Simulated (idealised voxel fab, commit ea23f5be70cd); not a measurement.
The process module presented herein is designated voxel capacitor over wiring.
Square cells of 5 nm make up the cross-section cut, whose width is 240 nm.
How to read a cross-section here: the picture is a grid of square cells, written as bands going from the top down, and any band can span one or more rows of cells.
Quick guide to a band line: top height, bottom height (nm) up front; then every material left to right with its width in nm. Only one material and it's marked "edge to edge"? Then it fills the band edge to edge. And "blank" just means empty space.
The reference from which all heights are counted is 0, the level beneath which the as-received wafer is entirely one material; the lowest band, having no lower bound, proceeds downward and is written after the example "0 down".
Per-row width for "30..40": begins at first number (top row of band), ends at second number (bottom row), increment between rows held constant.
A step reported as "nothing was modified" is a step in which no cell of the cross-section changed.
Basically, "Closed void list" tells you about the enclosed voids: empty spaces with no open way to the top, 8 cells or bigger, each written width x height at distance, where distance is from the left edge, all in nm.
Step line, after settings: the simulator's comment on this step.
The setting "overlay nm" may be written on the line of a step. When the step uses a mask, the value reports how far to the right of the planned place the mask lay, and a negative value reports that it lay to the left.
Pairs ahead. Before: cross-section ahead of one process step. After: cross-section once the step is done, shown to the lowest changed band only. Under each pair: that step, with settings. Caution: pairs may come from different runs of this module on the same starting wafer; a pair follows the pair above only where its "Pre-step profile" entry says so.
-- Pre-step profile
95 to 90 | TiN=90 / blank=5 / TiN=145
90 to 85 | SiO2=85 / TiN=5 / blank=5 / TiN=5 / SiO2=140
85 to 80 | SiO2=85 / TiN=15 / SiO2=140
80 to 70 | SiO2=75 / TiN=65 / SiO2=100
70 to 65 | SiO2=75 / SiN=65 / SiO2=100
65 to 60 | SiO2=70 / TiN=75 / SiO2=95
60 to 40 | lowk=75 / Ru=15 / lowk=150
40 to 35 | SiCN=75 / Ru=15 / SiCN=150
35 to 30 | SiO2=60 / TiN=30 / SiO2=60 / TiN=30 / SiO2=60
30 to 0 | SiO2 edge to edge
0 down | Si edge to edge
Closed void list: none
-- Section, Post-Step
100 to 95 | Ru edge to edge
95 to 90 | TiN=90 / Ru=5 / TiN=145
90 to 85 | SiO2=85 / TiN=5 / Ru=5 / TiN=5 / SiO2=140
Note: structure below 85 unchanged.
Closed void list: none
The step occurring between the two cross-sections depicted above is identified as FILL_DEP (material Ru; thk nm 5)
Pre-step profile: This step starts from the configuration shown after the step in the pair immediately above.
-- Section, Post-Step
90 to 85 | SiO2=85 / TiN=5 / Ru=5 / TiN=5 / SiO2=140
Note: structure below 85 unchanged.
Closed void list: none
The step occurring between the two cross-sections depicted above is identified as CMP (height nm 90)
Pre-step profile: This step starts from the configuration shown after the step in the pair immediately above.
-- Section, Post-Step
95 to 90 | SiN edge to edge
Note: structure below 90 unchanged.
Closed void list: none
The step occurring between the two cross-sections depicted above is identified as CONFORMAL_DEP (material SiN; thk nm 5)
-- Pre-step profile
35 to 20 | SiO2=60 / W=30 / SiO2=60 / W=30 / SiO2=60
20 to 15 | SiO2=60 / TiN=30 / SiO2=60 / TiN=30 / SiO2=60
15 to 0 | SiO2 edge to edge
0 down | Si edge to edge
Closed void list: none
-- Section, Post-Step
55 to 35 | lowk edge to edge
Note: structure below 35 unchanged.
Closed void list: none
The step occurring between the two cross-sections depicted above is identified as DIRECTIONAL_DEP (material lowk; thk nm 20)
Pre-step profile: This step starts from the configuration shown after the step in the pair immediately above.
-- Section, Post-Step
60 to 55 | SiCN edge to edge
Note: structure below 55 unchanged.
Closed void list: none
The step occurring between the two cross-sections depicted above is identified as CONFORMAL_DEP (material SiCN; thk nm 5)
Pre-step profile: This step starts from the configuration shown after the step in the pair immediately above.
-- Section, Post-Step
80 to 60 | resist=75 / blank=15 / resist=150
Note: structure below 60 unchanged.
Closed void list: none
The step occurring between the two cross-sections depicted above is identified as PATTERN (tone open; mask id PLUG_1; material resist; width nm 15; thk nm 20; overlay nm 0)
Pre-step profile: This step starts from the configuration shown after the step in the pair immediately above.
-- Section, Post-Step
80 to 60 | resist=75 / blank=15 / resist=150
60 to 55 | SiCN=75 / blank=15 / SiCN=150
Note: structure below 55 unchanged.
Closed void list: none
The step occurring between the two cross-sections depicted above is identified as DIRECTIONAL_ETCH (etch materials SiCN; depth nm 5)
Pre-step profile: This step starts from the configuration shown after the step in the pair immediately above.
-- Section, Post-Step
60 to 55 | SiCN=75 / blank=15 / SiCN=150
Note: structure below 55 unchanged.
Closed void list: none
The step occurring between the two cross-sections depicted above is identified as STRIP (etch materials resist)
Pre-step profile: This step starts from the configuration shown after the step in the pair immediately above.
-- Section, Post-Step
65 to 60 | TiN=75 / blank=15 / TiN=150
60 to 55 | SiCN=75 / TiN=15 / SiCN=150
Note: structure below 55 unchanged.
Closed void list: none
The step occurring between the two cross-sections depicted above is identified as DIRECTIONAL_DEP (material TiN; thk nm 5)
Pre-step profile: This step starts from the configuration shown after the step in the pair immediately above.
-- Section, Post-Step
70 to 65 | SiN=75 / blank=15 / SiN=150
65 to 60 | TiN=75 / SiN=15 / TiN=150
Note: structure below 60 unchanged.
Closed void list: none
The step occurring between the two cross-sections depicted above is identified as DIRECTIONAL_DEP (material SiN; thk nm 5)
Pre-step profile: This step starts from the configuration shown after the step in the pair immediately above.
-- Section, Post-Step
80 to 75 | TiN=75 / blank=15 / TiN=150
75 to 70 | TiN edge to edge
70 to 65 | SiN=75 / TiN=15 / SiN=150
Note: structure below 65 unchanged.
Closed void list: none
The step occurring between the two cross-sections depicted above is identified as DIRECTIONAL_DEP (material TiN; thk nm 10)
Pre-step profile: This step starts from the configuration shown after the step in the pair immediately above.
-- Section, Post-Step
95 to 80 | blank=75 / resist=65 / blank=100
80 to 75 | TiN=75 / resist=15 / TiN=150
Note: structure below 75 unchanged.
Closed void list: none
The step occurring between the two cross-sections depicted above is identified as PATTERN (tone cover; mask id UPPER_PLATE; material resist; width nm 65; thk nm 15; overlay nm 0)
Pre-step profile: This step starts from the configuration shown after the step in the pair immediately above.
-- Section, Post-Step
95 to 80 | blank=75 / resist=65 / blank=100
80 to 75 | blank=75 / resist=15 / TiN=50 / blank=100
75 to 70 | blank=75 / TiN=65 / blank=100
Note: structure below 70 unchanged.
Closed void list: none
The step occurring between the two cross-sections depicted above is identified as DIRECTIONAL_ETCH (etch materials TiN; depth nm 10)
Pre-step profile: This step starts from the configuration shown after the step in the pair immediately above.
-- Section, Post-Step
95 to 80 | blank=75 / resist=65 / blank=100
80 to 75 | blank=75 / resist=15 / TiN=50 / blank=100
75 to 70 | blank=75 / TiN=65 / blank=100
70 to 65 | blank=75 / TiN=15 / SiN=50 / blank=100
Note: structure below 65 unchanged.
Closed void list: none
The step occurring between the two cross-sections depicted above is identified as DIRECTIONAL_ETCH (etch materials SiN; depth nm 5)
Pre-step profile: This step starts from the configuration shown after the step in the pair immediately above.
-- Section, Post-Step
80 to 70 | blank=90..75 / TiN=50..65 / blank=100
Note: structure below 70 unchanged.
Closed void list: none
The step occurring between the two cross-sections depicted above is identified as STRIP (etch materials resist)
Pre-step profile: This step starts from the configuration shown after the step in the pair immediately above.
-- Section, Post-Step
80 to 70 | blank=90..75 / TiN=50..65 / blank=100
70 to 65 | blank=75 / TiN=15 / SiN=50 / blank=100
65 to 60 | blank=70 / TiN=5 / SiN=15 / TiN=55 / blank=95
Note: structure below 60 unchanged.
Closed void list: none
The step occurring between the two cross-sections depicted above is identified as MASKED_ETCH (tone cover; mask id LOWER_PLATE; width nm 75; etch materials TiN; depth nm 5; overlay nm 0)
Pre-step profile: This step starts from the configuration shown after the step in the pair immediately above.
-- Section, Post-Step
95 to 80 | SiO2 edge to edge
80 to 70 | SiO2=90..75 / TiN=50..65 / SiO2=100
70 to 65 | SiO2=75 / TiN=15 / SiN=50 / SiO2=100
65 to 60 | SiO2=70 / TiN=5 / SiN=15 / TiN=55 / SiO2=95
Note: structure below 60 unchanged.
Closed void list: none
The step occurring between the two cross-sections depicted above is identified as FILL_DEP (material SiO2; thk nm 15)
Pre-step profile: This step starts from the configuration shown after the step in the pair immediately above.
-- Section, Post-Step
90 to 80 | SiO2 edge to edge
Note: structure below 80 unchanged.
Closed void list: none
The step occurring between the two cross-sections depicted above is identified as CMP (height nm 90)
Pre-step profile: This step starts from the configuration shown after the step in the pair immediately above.
-- Section, Post-Step
100 to 90 | aC edge to edge
Note: structure below 90 unchanged.
Closed void list: none
The step occurring between the two cross-sections depicted above is identified as DIRECTIONAL_DEP (material aC; thk nm 10)
Pre-step profile: This step starts from the configuration shown after the step in the pair immediately above.
-- Section, Post-Step
125 to 100 | resist=85 / blank=15 / resist=140
Note: structure below 100 unchanged.
Closed void list: none
The step occurring between the two cross-sections depicted above is identified as PATTERN (tone open; mask id PLUG_2; material resist; width nm 15; thk nm 25; overlay nm 0)
Pre-step profile: This step starts from the configuration shown after the step in the pair immediately above.
-- Section, Post-Step
115 to 100 | resist=85 / blank=15 / resist=140
100 to 90 | aC=85 / blank=15 / aC=140
Note: structure below 90 unchanged.
Closed void list: none
The step occurring between the two cross-sections depicted above is identified as DIRECTIONAL_ETCH (etch materials aC; depth nm 10)
Pre-step profile: This step starts from the configuration shown after the step in the pair immediately above.
-- Section, Post-Step
100 to 90 | aC=85 / blank=15 / aC=140
Note: structure below 90 unchanged.
Closed void list: none
The step occurring between the two cross-sections depicted above is identified as STRIP (etch materials resist)
Pre-step profile: This step starts from the configuration shown after the step in the pair immediately above.
-- Section, Post-Step
100 to 90 | aC=85 / blank=15 / aC=140
90 to 80 | SiO2=85 / blank=15 / SiO2=140
Note: structure below 80 unchanged.
Closed void list: none
The step occurring between the two cross-sections depicted above is identified as DIRECTIONAL_ETCH (etch materials SiO2; depth nm 10)
Pre-step profile: This step starts from the configuration shown after the step in the pair immediately above.
-- Section, Post-Step
90 to 80 | SiO2=85 / blank=15 / SiO2=140
Note: structure below 80 unchanged.
Closed void list: none
The step occurring between the two cross-sections depicted above is identified as STRIP (etch materials aC)
Pre-step profile: This step starts from the configuration shown after the step in the pair immediately above.
-- Section, Post-Step
95 to 90 | TiN=90 / blank=5 / TiN=145
90 to 85 | SiO2=85 / TiN=5 / blank=5 / TiN=5 / SiO2=140
85 to 75 | SiO2=85..90 / TiN=15..50 / SiO2=140..100
Note: structure below 75 unchanged.
Closed void list: none
The step occurring between the two cross-sections depicted above is identified as CONFORMAL_DEP (material TiN; thk nm 5)
Pre-step profile: This step starts from the configuration shown after the step in the pair immediately above.
-- Section, Post-Step
100 to 95 | Ru edge to edge
95 to 90 | TiN=90 / Ru=5 / TiN=145
90 to 85 | SiO2=85 / TiN=5 / Ru=5 / TiN=5 / SiO2=140
Note: structure below 85 unchanged.
Closed void list: none
The step occurring between the two cross-sections depicted above is identified as FILL_DEP (material Ru; thk nm 5)
Pre-step profile: This step starts from the configuration shown after the step in the pair immediately above.
-- Section, Post-Step
90 to 85 | SiO2=85 / TiN=5 / Ru=5 / TiN=5 / SiO2=140
Note: structure below 85 unchanged.
Closed void list: none
The step occurring between the two cross-sections depicted above is identified as CMP (height nm 90)
Pre-step profile: This step starts from the configuration shown after the step in the pair immediately above.
-- Section, Post-Step
95 to 90 | SiN edge to edge
Note: structure below 90 unchanged.
Closed void list: none
The step occurring between the two cross-sections depicted above is identified as CONFORMAL_DEP (material SiN; thk nm 5)
-- Pre-step profile
40 to 35 | SiCN edge to edge
35 to 20 | SiO2=60 / W=30 / SiO2=60 / W=30 / SiO2=60
20 to 15 | SiO2=60 / TiN=30 / SiO2=60 / TiN=30 / SiO2=60
15 to 0 | SiO2 edge to edge
0 down | Si edge to edge
Closed void list: none
-- Section, Post-Step
50 to 40 | lowk edge to edge
Note: structure below 40 unchanged.
Closed void list: none
The step occurring between the two cross-sections depicted above is identified as DIRECTIONAL_DEP (material lowk; thk nm 10)
Pre-step profile: This step starts from the configuration shown after the step in the pair immediately above.
-- Section, Post-Step
70 to 50 | resist=75 / blank=15 / resist=150
Note: structure below 50 unchanged.
Closed void list: none
The step occurring between the two cross-sections depicted above is identified as PATTERN (tone open; mask id PLUG_1; material resist; width nm 15; thk nm 20; overlay nm 0)
Pre-step profile: This step starts from the configuration shown after the step in the pair immediately above.
-- Section, Post-Step
70 to 50 | resist=75 / blank=15 / resist=150
50 to 40 | lowk=75 / blank=15 / lowk=150
Note: structure below 40 unchanged.
Closed void list: none
The step occurring between the two cross-sections depicted above is identified as DIRECTIONAL_ETCH (etch materials lowk; depth nm 20)
Pre-step profile: This step starts from the configuration shown after the step in the pair immediately above.
-- Section, Post-Step
70 to 50 | resist=75 / blank=15 / resist=150
50 to 40 | lowk=75 / blank=15 / lowk=150
40 to 35 | SiCN=75 / blank=15 / SiCN=150
Note: structure below 35 unchanged.
Closed void list: none
The step occurring between the two cross-sections depicted above is identified as DIRECTIONAL_ETCH (etch materials SiCN; depth nm 5)
Pre-step profile: This step starts from the configuration shown after the step in the pair immediately above.
-- Section, Post-Step
50 to 40 | lowk=75 / blank=15 / lowk=150
Note: structure below 40 unchanged.
Closed void list: none
The step occurring between the two cross-sections depicted above is identified as STRIP (etch materials resist)
Pre-step profile: This step starts from the configuration shown after the step in the pair immediately above.
-- Section, Post-Step
50 to 45 | lowk=75 / blank=15 / lowk=150
45 to 40 | lowk=75 / Ru=15 / lowk=150
40 to 35 | SiCN=75 / Ru=15 / SiCN=150
Note: structure below 35 unchanged.
Closed void list: none
The step occurring between the two cross-sections depicted above is identified as EPI (material Ru; thk nm 10)
Pre-step profile: This step starts from the configuration shown after the step in the pair immediately above.
-- Section, Post-Step
55 to 50 | blank=70 / Ru=25 / blank=145
50 to 40 | lowk=75 / Ru=15 / lowk=150
Note: structure below 40 unchanged.
Closed void list: none
The step occurring between the two cross-sections depicted above is identified as EPI (material Ru; thk nm 10)
Pre-step profile: This step starts from the configuration shown after the step in the pair immediately above.
-- Section, Post-Step
60 to 50 | blank=65 / Ru=35 / blank=140
Note: structure below 50 unchanged.
Closed void list: none
The step occurring between the two cross-sections depicted above is identified as EPI (material Ru; thk nm 5)
Pre-step profile: This step starts from the configuration shown after the step in the pair immediately above.
-- Section, Post-Step
65 to 60 | blank=65 / TiN=35 / blank=140
60 to 55 | blank=65 / Ru=35 / blank=140
55 to 50 | TiN=65 / Ru=35 / TiN=140
Note: structure below 50 unchanged.
Closed void list: none
The step occurring between the two cross-sections depicted above is identified as DIRECTIONAL_DEP (material TiN; thk nm 5)
Pre-step profile: This step starts from the configuration shown after the step in the pair immediately above.
-- Section, Post-Step
70 to 65 | blank=65 / SiN=35 / blank=140
65 to 60 | blank=65 / TiN=35 / blank=140
60 to 55 | SiN=65 / Ru=35 / SiN=140
Note: structure below 55 unchanged.
Closed void list: none
The step occurring between the two cross-sections depicted above is identified as DIRECTIONAL_DEP (material SiN; thk nm 5)
Pre-step profile: This step starts from the configuration shown after the step in the pair immediately above.
-- Section, Post-Step
80 to 70 | blank=65 / TiN=35 / blank=140
70 to 65 | TiN=65 / SiN=35 / TiN=140
65 to 60 | TiN edge to edge
Note: structure below 60 unchanged.
Closed void list: none
The step occurring between the two cross-sections depicted above is identified as DIRECTIONAL_DEP (material TiN; thk nm 10)
Pre-step profile: This step starts from the configuration shown after the step in the pair immediately above.
-- Section, Post-Step
95 to 80 | blank=75 / resist=65 / blank=100
80 to 70 | blank=65 / TiN=35 / resist=40 / blank=100
Note: structure below 70 unchanged.
Closed void list: none
The step occurring between the two cross-sections depicted above is identified as PATTERN (tone cover; mask id UPPER_PLATE; material resist; width nm 65; thk nm 15; overlay nm 0)
Pre-step profile: This step starts from the configuration shown after the step in the pair immediately above.
-- Section, Post-Step
95 to 80 | blank=75 / resist=65 / blank=100
80 to 70 | blank=75 / TiN=25 / resist=40 / blank=100
70 to 65 | blank=65 / SiN=35 / TiN=40 / blank=100
65 to 60 | blank=65 / TiN=75 / blank=100
Note: structure below 60 unchanged.
Closed void list: none
The step occurring between the two cross-sections depicted above is identified as DIRECTIONAL_ETCH (etch materials TiN; depth nm 10)
Pre-step profile: This step starts from the configuration shown after the step in the pair immediately above.
-- Section, Post-Step
95 to 80 | blank=75 / resist=65 / blank=100
80 to 70 | blank=75 / TiN=25 / resist=40 / blank=100
70 to 65 | blank=75 / SiN=25 / TiN=40 / blank=100
65 to 60 | blank=65 / TiN=75 / blank=100
60 to 55 | blank=65 / Ru=35 / SiN=40 / blank=100
Note: structure below 55 unchanged.
Closed void list: none
The step occurring between the two cross-sections depicted above is identified as DIRECTIONAL_ETCH (etch materials SiN; depth nm 5)
Pre-step profile: This step starts from the configuration shown after the step in the pair immediately above.
-- Section, Post-Step
80 to 70 | blank=75 / TiN=25 / blank=140
Note: structure below 70 unchanged.
Closed void list: none
The step occurring between the two cross-sections depicted above is identified as STRIP (etch materials resist)
Pre-step profile: This step starts from the configuration shown after the step in the pair immediately above.
-- Section, Post-Step
80 to 70 | blank=75 / TiN=25 / blank=140
70 to 65 | blank=75 / SiN=25 / TiN=40 / blank=100
65 to 60 | blank=70 / TiN=70 / blank=100
60 to 55 | blank=65 / Ru=35 / SiN=40 / blank=100
55 to 50 | blank=65 / Ru=35 / TiN=45 / blank=95
Note: structure below 50 unchanged.
Closed void list: none
The step occurring between the two cross-sections depicted above is identified as MASKED_ETCH (tone cover; mask id LOWER_PLATE; width nm 75; etch materials TiN; depth nm 5; overlay nm 0)
Pre-step profile: This step starts from the configuration shown after the step in the pair immediately above.
-- Section, Post-Step
95 to 80 | SiO2 edge to edge
80 to 70 | SiO2=75 / TiN=25 / SiO2=140
70 to 65 | SiO2=75 / SiN=25 / TiN=40 / SiO2=100
65 to 60 | SiO2=70 / TiN=70 / SiO2=100
60 to 55 | SiO2=65 / Ru=35 / SiN=40 / SiO2=100
55 to 50 | SiO2=65 / Ru=35 / TiN=45 / SiO2=95
Note: structure below 50 unchanged.
Closed void list: none
The step occurring between the two cross-sections depicted above is identified as FILL_DEP (material SiO2; thk nm 15)
Pre-step profile: This step starts from the configuration shown after the step in the pair immediately above.
-- Section, Post-Step
90 to 80 | SiO2 edge to edge
Note: structure below 80 unchanged.
Closed void list: none
The step occurring between the two cross-sections depicted above is identified as CMP (height nm 90)
Pre-step profile: This step starts from the configuration shown after the step in the pair immediately above.
-- Section, Post-Step
100 to 90 | aC edge to edge
Note: structure below 90 unchanged.
Closed void list: none
The step occurring between the two cross-sections depicted above is identified as DIRECTIONAL_DEP (material aC; thk nm 10)
Pre-step profile: This step starts from the configuration shown after the step in the pair immediately above.
-- Section, Post-Step
125 to 100 | resist=85 / blank=15 / resist=140
Note: structure below 100 unchanged.
Closed void list: none
The step occurring between the two cross-sections depicted above is identified as PATTERN (tone open; mask id PLUG_2; material resist; width nm 15; thk nm 25; overlay nm 0)
Pre-step profile: This step starts from the configuration shown after the step in the pair immediately above.
-- Section, Post-Step
115 to 100 | resist=85 / blank=15 / resist=140
100 to 90 | aC=85 / blank=15 / aC=140
Note: structure below 90 unchanged.
Closed void list: none
The step occurring between the two cross-sections depicted above is identified as DIRECTIONAL_ETCH (etch materials aC; depth nm 10)
Pre-step profile: This step starts from the configuration shown after the step in the pair immediately above.
-- Section, Post-Step
100 to 90 | aC=85 / blank=15 / aC=140
Note: structure below 90 unchanged.
Closed void list: none
The step occurring between the two cross-sections depicted above is identified as STRIP (etch materials resist)
Pre-step profile: This step starts from the configuration shown after the step in the pair immediately above.
-- Section, Post-Step
100 to 90 | aC=85 / blank=15 / aC=140
90 to 80 | SiO2=85 / blank=15 / SiO2=140
Note: structure below 80 unchanged.
Closed void list: none
The step occurring between the two cross-sections depicted above is identified as DIRECTIONAL_ETCH (etch materials SiO2; depth nm 10)
Pre-step profile: This step starts from the configuration shown after the step in the pair immediately above.
-- Section, Post-Step
90 to 80 | SiO2=85 / blank=15 / SiO2=140
Note: structure below 80 unchanged.
Closed void list: none
The step occurring between the two cross-sections depicted above is identified as STRIP (etch materials aC)
Pre-step profile: This step starts from the configuration shown after the step in the pair immediately above.
-- Section, Post-Step
95 to 90 | TiN=90 / blank=5 / TiN=145
90 to 85 | SiO2=85 / TiN=5 / blank=5 / TiN=5 / SiO2=140
85 to 80 | SiO2=85 / TiN=15 / SiO2=140
Note: structure below 80 unchanged.
Closed void list: none
The step occurring between the two cross-sections depicted above is identified as CONFORMAL_DEP (material TiN; thk nm 5)
Pre-step profile: This step starts from the configuration shown after the step in the pair immediately above.
-- Section, Post-Step
100 to 95 | Ru edge to edge
95 to 90 | TiN=90 / Ru=5 / TiN=145
90 to 85 | SiO2=85 / TiN=5 / Ru=5 / TiN=5 / SiO2=140
Note: structure below 85 unchanged.
Closed void list: none
The step occurring between the two cross-sections depicted above is identified as FILL_DEP (material Ru; thk nm 5)
Pre-step profile: This step starts from the configuration shown after the step in the pair immediately above.
-- Section, Post-Step
90 to 85 | SiO2=85 / TiN=5 / Ru=5 / TiN=5 / SiO2=140
Note: structure below 85 unchanged.
Closed void list: none
The step occurring between the two cross-sections depicted above is identified as CMP (height nm 90)
Pre-step profile: This step starts from the configuration shown after the step in the pair immediately above.
-- Section, Post-Step
95 to 90 | SiN edge to edge
Note: structure below 90 unchanged.
Closed void list: none
The step occurring between the two cross-sections depicted above is identified as CONFORMAL_DEP (material SiN; thk nm 5)
-- Pre-step profile
60 to 40 | lowk edge to edge
40 to 35 | SiCN edge to edge
35 to 20 | SiO2=60 / W=30 / SiO2=60 / W=30 / SiO2=60
20 to 15 | SiO2=60 / TiN=30 / SiO2=60 / TiN=30 / SiO2=60
15 to 0 | SiO2 edge to edge
0 down | Si edge to edge
Closed void list: none
-- Section, Post-Step
80 to 60 | resist=75 / blank=20 / resist=145
Note: structure below 60 unchanged.
Closed void list: none
The step occurring between the two cross-sections depicted above is identified as PATTERN (tone open; mask id PLUG_1; material resist; width nm 20; thk nm 20; overlay nm 0)
Pre-step profile: This step starts from the configuration shown after the step in the pair immediately above.
-- Section, Post-Step
80 to 60 | resist=75 / blank=20 / resist=145
60 to 40 | lowk=75 / blank=20 / lowk=145
Note: structure below 40 unchanged.
Closed void list: none
The step occurring between the two cross-sections depicted above is identified as DIRECTIONAL_ETCH (etch materials lowk; depth nm 20)
Pre-step profile: This step starts from the configuration shown after the step in the pair immediately above.
-- Section, Post-Step
80 to 60 | resist=75 / blank=20 / resist=145
60 to 40 | lowk=75 / blank=20 / lowk=145
40 to 35 | SiCN=75 / blank=20 / SiCN=145
Note: structure below 35 unchanged.
Closed void list: none
The step occurring between the two cross-sections depicted above is identified as DIRECTIONAL_ETCH (etch materials SiCN; depth nm 5)
Pre-step profile: This step starts from the configuration shown after the step in the pair immediately above.
-- Section, Post-Step
60 to 40 | lowk=75 / blank=20 / lowk=145
Note: structure below 40 unchanged.
Closed void list: none
The step occurring between the two cross-sections depicted above is identified as STRIP (etch materials resist)
Pre-step profile: This step starts from the configuration shown after the step in the pair immediately above.
-- Section, Post-Step
60 to 45 | lowk=75 / blank=20 / lowk=145
45 to 40 | lowk=75 / Ru=20 / lowk=145
40 to 35 | SiCN=75 / Ru=20 / SiCN=145
Note: structure below 35 unchanged.
Closed void list: none
The step occurring between the two cross-sections depicted above is identified as EPI (material Ru; thk nm 10)
Pre-step profile: This step starts from the configuration shown after the step in the pair immediately above.
-- Section, Post-Step
60 to 55 | lowk=75 / blank=20 / lowk=145
55 to 40 | lowk=75 / Ru=20 / lowk=145
Note: structure below 40 unchanged.
Closed void list: none
The step occurring between the two cross-sections depicted above is identified as EPI (material Ru; thk nm 10)
Pre-step profile: This step starts from the configuration shown after the step in the pair immediately above.
-- Section, Post-Step
60 to 40 | lowk=75 / Ru=20 / lowk=145
Note: structure below 40 unchanged.
Closed void list: none
The step occurring between the two cross-sections depicted above is identified as EPI (material Ru; thk nm 5)
Pre-step profile: This step starts from the configuration shown after the step in the pair immediately above.
-- Section, Post-Step
65 to 60 | TiN edge to edge
Note: structure below 60 unchanged.
Closed void list: none
The step occurring between the two cross-sections depicted above is identified as DIRECTIONAL_DEP (material TiN; thk nm 5)
Pre-step profile: This step starts from the configuration shown after the step in the pair immediately above.
-- Section, Post-Step
70 to 65 | SiN edge to edge
Note: structure below 65 unchanged.
Closed void list: none
The step occurring between the two cross-sections depicted above is identified as DIRECTIONAL_DEP (material SiN; thk nm 5)
Pre-step profile: This step starts from the configuration shown after the step in the pair immediately above.
-- Section, Post-Step
80 to 70 | TiN edge to edge
Note: structure below 70 unchanged.
Closed void list: none
The step occurring between the two cross-sections depicted above is identified as DIRECTIONAL_DEP (material TiN; thk nm 10)
Pre-step profile: This step starts from the configuration shown after the step in the pair immediately above.
-- Section, Post-Step
95 to 80 | blank=75 / resist=65 / blank=100
Note: structure below 80 unchanged.
Closed void list: none
The step occurring between the two cross-sections depicted above is identified as PATTERN (tone cover; mask id UPPER_PLATE; material resist; width nm 65; thk nm 15; overlay nm 0)
Pre-step profile: This step starts from the configuration shown after the step in the pair immediately above.
-- Section, Post-Step
95 to 80 | blank=75 / resist=65 / blank=100
80 to 70 | blank=75 / TiN=65 / blank=100
Note: structure below 70 unchanged.
Closed void list: none
The step occurring between the two cross-sections depicted above is identified as DIRECTIONAL_ETCH (etch materials TiN; depth nm 10)
Pre-step profile: This step starts from the configuration shown after the step in the pair immediately above.
-- Section, Post-Step
95 to 80 | blank=75 / resist=65 / blank=100
80 to 70 | blank=75 / TiN=65 / blank=100
70 to 65 | blank=75 / SiN=65 / blank=100
Note: structure below 65 unchanged.
Closed void list: none
The step occurring between the two cross-sections depicted above is identified as DIRECTIONAL_ETCH (etch materials SiN; depth nm 5)
Pre-step profile: This step starts from the configuration shown after the step in the pair immediately above.
-- Section, Post-Step
80 to 70 | blank=75 / TiN=65 / blank=100
Note: structure below 70 unchanged.
Closed void list: none
The step occurring between the two cross-sections depicted above is identified as STRIP (etch materials resist)
Pre-step profile: This step starts from the configuration shown after the step in the pair immediately above.
-- Section, Post-Step
80 to 70 | blank=75 / TiN=65 / blank=100
70 to 65 | blank=75 / SiN=65 / blank=100
65 to 60 | blank=70 / TiN=75 / blank=95
Note: structure below 60 unchanged.
Closed void list: none
The step occurring between the two cross-sections depicted above is identified as MASKED_ETCH (tone cover; mask id LOWER_PLATE; width nm 75; etch materials TiN; depth nm 5; overlay nm 0)
Pre-step profile: This step starts from the configuration shown after the step in the pair immediately above.
-- Section, Post-Step
95 to 80 | SiO2 edge to edge
80 to 70 | SiO2=75 / TiN=65 / SiO2=100
70 to 65 | SiO2=75 / SiN=65 / SiO2=100
65 to 60 | SiO2=70 / TiN=75 / SiO2=95
Note: structure below 60 unchanged.
Closed void list: none
The step occurring between the two cross-sections depicted above is identified as FILL_DEP (material SiO2; thk nm 15)
Pre-step profile: This step starts from the configuration shown after the step in the pair immediately above.
-- Section, Post-Step
90 to 80 | SiO2 edge to edge
Note: structure below 80 unchanged.
Closed void list: none
The step occurring between the two cross-sections depicted above is identified as CMP (height nm 90)
Pre-step profile: This step starts from the configuration shown after the step in the pair immediately above.
-- Section, Post-Step
100 to 90 | aC edge to edge
Note: structure below 90 unchanged.
Closed void list: none
The step occurring between the two cross-sections depicted above is identified as DIRECTIONAL_DEP (material aC; thk nm 10)
Pre-step profile: This step starts from the configuration shown after the step in the pair immediately above.
-- Section, Post-Step
125 to 100 | resist=85 / blank=15 / resist=140
Note: structure below 100 unchanged.
Closed void list: none
The step occurring between the two cross-sections depicted above is identified as PATTERN (tone open; mask id PLUG_2; material resist; width nm 15; thk nm 25; overlay nm 0)
Pre-step profile: This step starts from the configuration shown after the step in the pair immediately above.
-- Section, Post-Step
115 to 100 | resist=85 / blank=15 / resist=140
100 to 90 | aC=85 / blank=15 / aC=140
Note: structure below 90 unchanged.
Closed void list: none
The step occurring between the two cross-sections depicted above is identified as DIRECTIONAL_ETCH (etch materials aC; depth nm 10)
Pre-step profile: This step starts from the configuration shown after the step in the pair immediately above.
-- Section, Post-Step
100 to 90 | aC=85 / blank=15 / aC=140
Note: structure below 90 unchanged.
Closed void list: none
The step occurring between the two cross-sections depicted above is identified as STRIP (etch materials resist)
Pre-step profile: This step starts from the configuration shown after the step in the pair immediately above.
-- Section, Post-Step
100 to 90 | aC=85 / blank=15 / aC=140
90 to 80 | SiO2=85 / blank=15 / SiO2=140
Note: structure below 80 unchanged.
Closed void list: none
The step occurring between the two cross-sections depicted above is identified as DIRECTIONAL_ETCH (etch materials SiO2; depth nm 10)
Pre-step profile: This step starts from the configuration shown after the step in the pair immediately above.
-- Section, Post-Step
90 to 80 | SiO2=85 / blank=15 / SiO2=140
Note: structure below 80 unchanged.
Closed void list: none
The step occurring between the two cross-sections depicted above is identified as STRIP (etch materials aC)
Pre-step profile: This step starts from the configuration shown after the step in the pair immediately above.
-- Section, Post-Step
95 to 90 | TiN=90 / blank=5 / TiN=145
90 to 85 | SiO2=85 / TiN=5 / blank=5 / TiN=5 / SiO2=140
85 to 80 | SiO2=85 / TiN=15 / SiO2=140
Note: structure below 80 unchanged.
Closed void list: none
The step occurring between the two cross-sections depicted above is identified as CONFORMAL_DEP (material TiN; thk nm 5)
Pre-step profile: This step starts from the configuration shown after the step in the pair immediately above.
-- Section, Post-Step
100 to 95 | Ru edge to edge
95 to 90 | TiN=90 / Ru=5 / TiN=145
90 to 85 | SiO2=85 / TiN=5 / Ru=5 / TiN=5 / SiO2=140
Note: structure below 85 unchanged.
Closed void list: none
The step occurring between the two cross-sections depicted above is identified as FILL_DEP (material Ru; thk nm 5)
Pre-step profile: This step starts from the configuration shown after the step in the pair immediately above.
-- Section, Post-Step
90 to 85 | SiO2=85 / TiN=5 / Ru=5 / TiN=5 / SiO2=140
Note: structure below 85 unchanged.
Closed void list: none
The step occurring between the two cross-sections depicted above is identified as CMP (height nm 90)
Pre-step profile: This step starts from the configuration shown after the step in the pair immediately above.
-- Section, Post-Step
95 to 90 | SiN edge to edge
Note: structure below 90 unchanged.
Closed void list: none
The step occurring between the two cross-sections depicted above is identified as CONFORMAL_DEP (material SiN; thk nm 5)
